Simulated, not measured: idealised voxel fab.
process module | voxel transistor to metal
cross-section cut | 190 nm wide | cells 5 nm
A cross-section is a grid of square cells, given in bands from the top down. A band is one or more rows of cells.
Each band's line starts with the height of the band's top and of its bottom, in nm. Then come its materials from left to right, each with its width in nm. One material with "throughout" fills the band from edge to edge. "air" is empty space.
Height 0 is the level under which the wafer as received is all one material. The lowest band goes on downwards, as in "0 down".
A width such as "30 to 40" changes by the same amount from each row of cells to the next, from the band's top row to its bottom row.
"no change" after a step means that no cell of the cross-section changed.
closed voids: empty space of 8 cells or more with no open way to the top, each as width x height at its distance from the left edge, in nm
after a step's settings: what the simulator itself notes on the step
overlay nm, on a step with a mask: how far to the right of its planned place the mask lay; to the left if negative
plan
1 op RECEIVE | material Si
2 op OXIDIZE | depth nm 5
3 op CONFORMAL_DEP | material SiN | thk nm 15
4 op MASKED_ETCH | tone cover | mask id ACTIVE | width nm 135 | etch materials SiN | depth nm 15 | overlay nm 0
5 op MASKED_ETCH | tone cover | mask id ACTIVE | width nm 135 | etch materials SiO2 | depth nm 5 | overlay nm 0
6 op MASKED_ETCH | tone cover | mask id ACTIVE | width nm 135 | etch materials Si | depth nm 20 | overlay nm 0
7 op FILL_DEP | material SiO2 | thk nm 10
8 op CMP | height nm 15
9 op SELECTIVE_ETCH | etch materials SiO2 | depth nm 5
10 op STRIP | etch materials SiN
11 op SELECTIVE_ETCH | etch materials SiO2 | depth nm 5
12 op OXIDIZE | depth nm 5
13 op DIRECTIONAL_DEP | material polySi | thk nm 30
14 op DIRECTIONAL_DEP | material SiCN | thk nm 10
15 op DIRECTIONAL_DEP | material aC | thk nm 15
16 op PATTERN | tone cover | mask id GATE | material resist | width nm 35 | thk nm 30 | overlay nm 0
17 op DIRECTIONAL_ETCH | etch materials aC | depth nm 15
18 op STRIP | etch materials resist
19 op DIRECTIONAL_ETCH | etch materials SiCN | depth nm 20
20 op DIRECTIONAL_ETCH | etch materials polySi | depth nm 40
21 op STRIP | etch materials aC
22 op CONFORMAL_DEP | material SiN | thk nm 5
23 op DIRECTIONAL_ETCH | etch materials SiN | depth nm 5
24 op DIRECTIONAL_ETCH | etch materials SiO2 | depth nm 5
25 op DIRECTIONAL_ETCH | etch materials Si | depth nm 5
26 op EPI | material nSi | thk nm 5
27 op FILL_DEP | material SiO2 | thk nm 10
28 op CMP | height nm 25
29 op STRIP | etch materials polySi
30 op SELECTIVE_ETCH | etch materials SiO2 | depth nm 5
31 op CONFORMAL_DEP | material HfO2 | thk nm 5
32 op CONFORMAL_DEP | material TiN | thk nm 5
33 op FILL_DEP | material W | thk nm 10
34 op CMP | height nm 20
35 op DIRECTIONAL_DEP | material SiO2 | thk nm 15
36 op MASKED_ETCH | tone open | mask id CONTACT | width nm 20 | pitch nm 95 | etch materials SiO2 | depth nm 45 | overlay nm 0
37 op CONFORMAL_DEP | material TiN | thk nm 5
38 op FILL_DEP | material W | thk nm 5
39 op CMP | height nm 35
40 op DIRECTIONAL_DEP | material TiN | thk nm 5
41 op DIRECTIONAL_DEP | material W | thk nm 20
42 op MASKED_ETCH | tone cover | mask id METAL_1 | width nm 20 | pitch nm 95 | etch materials W | depth nm 20 | overlay nm 0
43 op MASKED_ETCH | tone cover | mask id METAL_1 | width nm 20 | pitch nm 95 | etch materials TiN | depth nm 5 | overlay nm 0
44 op FILL_DEP | material lowk | thk nm 10
45 op CMP | height nm 60
46 op CONFORMAL_DEP | material SiCN | thk nm 5
as received, after step 1
  0 down: Si throughout
  closed voids: none
a wafer at the end: this start, this plan, one mistake
  65 to 60: SiCN throughout
  60 to 40: lowk 35 | W 20 | lowk 75 | W 20 | lowk 40
  40 to 35: lowk 35 | TiN 20 | lowk 75 | TiN 20 | lowk 40
  35 to 20: SiO2 35 | TiN 5 | W 10 | TiN 5 | SiO2 75 | TiN 5 | W 10 | TiN 5 | SiO2 40
  20 to 15: SiO2 35 | TiN 20 | SiO2 15 | SiN 5 | HfO2 35 | SiN 5 | SiO2 15 | TiN 20 | SiO2 40
  15 to 0: HfO2 throughout
  0 to -5: SiO2 throughout
  -5 down: Si throughout
  closed voids: none
what went wrong: step 3 ran as: op CONFORMAL_DEP | material HfO2 | thk nm 15
